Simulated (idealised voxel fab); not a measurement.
Process module under the name voxel capacitor over wiring
Cross-sectional view cut (width: 170 nm; square cell size: 5 nm).
If you're reading a cross-section in this doc, picture square cells in a grid; it comes to you as bands, top ones listed first down to the bottom, and a band can be one or more rows of cells.
Band: top and bottom heights (nm) first, top before bottom; then materials from left to right, widths in nm. "full width" marks a sole material filling the band edge to edge. "air" denotes empty space.
A quick word on heights: they are counted from 0, and under that level the wafer as it came to us is one material throughout. The lowest band is different from the rest in having no bottom; it simply continues downward, written as in "0 down".
With a width like "30..40", each row of cells in the band differs from the next by the same amount, the top row carrying the first number and the bottom row the second.
Key: "nothing got changed" - step with no changed cell in the cross-section.
Entry "Voids, enclosed" = empty spaces >= 8 cells with no open way to the top; each as width x height at distance, distance from left edge, all nm.
Formally, on a step line, whatever follows the settings is a remark that the simulator itself makes on the step.
On any step carrying a mask, the "overlay nm" setting, if present on the step's line, tells how far right of its planned place the mask lay; negative values point to the left.

PLANNED PROCESS STEPS
1 RECEIVE | material Si
2 CONFORMAL_DEP | material SiO2 | thk nm 10
3 CONFORMAL_DEP | material SiN | thk nm 5
4 DIRECTIONAL_DEP | material lowk | thk nm 20
5 PATTERN | tone open | mask id METAL_1 | material resist | width nm 25 | pitch nm 90 | thk nm 20 | overlay nm 0
6 DIRECTIONAL_ETCH | etch materials lowk | depth nm 20
7 DIRECTIONAL_ETCH | etch materials SiN | depth nm 5
8 STRIP | etch materials resist
9 CONFORMAL_DEP | material TiN | thk nm 5
10 FILL_DEP | material Ru | thk nm 5
11 CMP | height nm 35
12 CONFORMAL_DEP | material SiCN | thk nm 5
13 DIRECTIONAL_DEP | material lowk | thk nm 20
14 MASKED_ETCH | tone open | mask id PLUG_1 | width nm 15 | etch materials lowk | depth nm 20 | overlay nm 0
15 MASKED_ETCH | tone open | mask id PLUG_1 | width nm 15 | etch materials SiCN | depth nm 5 | overlay nm 0
16 CONFORMAL_DEP | material TiN | thk nm 5
17 FILL_DEP | material Ru | thk nm 5
18 CMP | height nm 60
19 DIRECTIONAL_DEP | material TiN | thk nm 5
20 DIRECTIONAL_DEP | material SiN | thk nm 5
21 DIRECTIONAL_DEP | material TiN | thk nm 10
22 MASKED_ETCH | tone cover | mask id UPPER_PLATE | width nm 70 | etch materials TiN | depth nm 10 | overlay nm 0
23 MASKED_ETCH | tone cover | mask id UPPER_PLATE | width nm 70 | etch materials SiN | depth nm 5 | overlay nm 0
24 MASKED_ETCH | tone cover | mask id LOWER_PLATE | width nm 80 | etch materials TiN | depth nm 5 | overlay nm 0
25 FILL_DEP | material SiO2 | thk nm 20
26 CMP | height nm 95
27 PATTERN | tone open | mask id PLUG_2 | material resist | width nm 15 | thk nm 15 | overlay nm 0
28 DIRECTIONAL_ETCH | etch materials SiO2 | depth nm 15
29 STRIP | etch materials resist
30 CONFORMAL_DEP | material TiN | thk nm 5
31 FILL_DEP | material Ru | thk nm 5
32 CMP | height nm 95
33 CONFORMAL_DEP | material SiCN | thk nm 5

INCOMING WAFER IN CROSS-SECTION (STATE: AFTER STEP 1)
> 0 down  Si full width
> Voids, enclosed: none

CROSS-SECTIONAL IMAGE OF THE FIRST OF TWO WAFERS AT THE END OF THE MODULE, THE RUN HAVING PROCEEDED AS PLANNED
> 100 to 95  SiCN full width
> 95 to 85  SiO2 45 nm  TiN 5 nm  Ru 5 nm  TiN 5 nm  SiO2 110 nm
> 85 to 80  SiO2 45 nm  TiN 15 nm  SiO2 110 nm
> 80 to 70  SiO2 35 nm  TiN 70 nm  SiO2 65 nm
> 70 to 65  SiO2 35 nm  SiN 70 nm  SiO2 65 nm
> 65 to 60  SiO2 30 nm  TiN 80 nm  SiO2 60 nm
> 60 to 40  lowk 35 nm  TiN 5 nm  Ru 5 nm  TiN 5 nm  lowk 120 nm
> 40 to 35  SiCN 35 nm  TiN 15 nm  SiCN 120 nm
> 35 to 15  lowk 25 nm  TiN 5 nm  Ru 15 nm  TiN 5 nm  lowk 65 nm  TiN 5 nm  Ru 15 nm  TiN 5 nm  lowk 30 nm
> 15 to 10  SiN 25 nm  TiN 25 nm  SiN 65 nm  TiN 25 nm  SiN 30 nm
> 10 to 0  SiO2 full width
> 0 down  Si full width
> Voids, enclosed: none

WAFER TWO, END OF MODULE, CROSS-SECTION. SAME START, SAME PLAN AS WAFER ONE. ONE MISTAKE IN THE RUN
> 100 to 95  SiCN full width
> 95 to 85  SiO2 45 nm  TiN 5 nm  Ru 5 nm  TiN 5 nm  SiO2 110 nm
> 85 to 80  SiO2 45 nm  TiN 15 nm  SiO2 110 nm
> 80 to 70  SiO2 35 nm  TiN 70 nm  SiO2 65 nm
> 70 to 65  SiO2 35 nm  SiN 70 nm  SiO2 65 nm
> 65 to 60  SiO2 30 nm  TiN 80 nm  SiO2 60 nm
> 60 to 45  lowk 35 nm  TiN 5 nm  Ru 5 nm  TiN 5 nm  lowk 120 nm
> 45 to 40  lowk 35 nm  TiN 15 nm  lowk 120 nm
> 40 to 35  SiCN 35 nm  TiN 10 nm  SiCN 125 nm
> 35 to 15  lowk 25 nm  TiN 5 nm  Ru 15 nm  TiN 5 nm  lowk 65 nm  TiN 5 nm  Ru 15 nm  TiN 5 nm  lowk 30 nm
> 15 to 10  SiN 25 nm  TiN 25 nm  SiN 65 nm  TiN 25 nm  SiN 30 nm
> 10 to 0  SiO2 full width
> 0 down  Si full width
> Voids, enclosed: none
What was done differently from what was planned? step 15 did not happen as planned, as run it was MASKED_ETCH | tone open | mask id PLUG_1 | width nm 15 | etch materials SiCN | depth nm 5 | overlay nm -5
Counted in cells at the end, the second wafer holds more or fewer of these materials than the first: -1 Ru; +1 SiCN
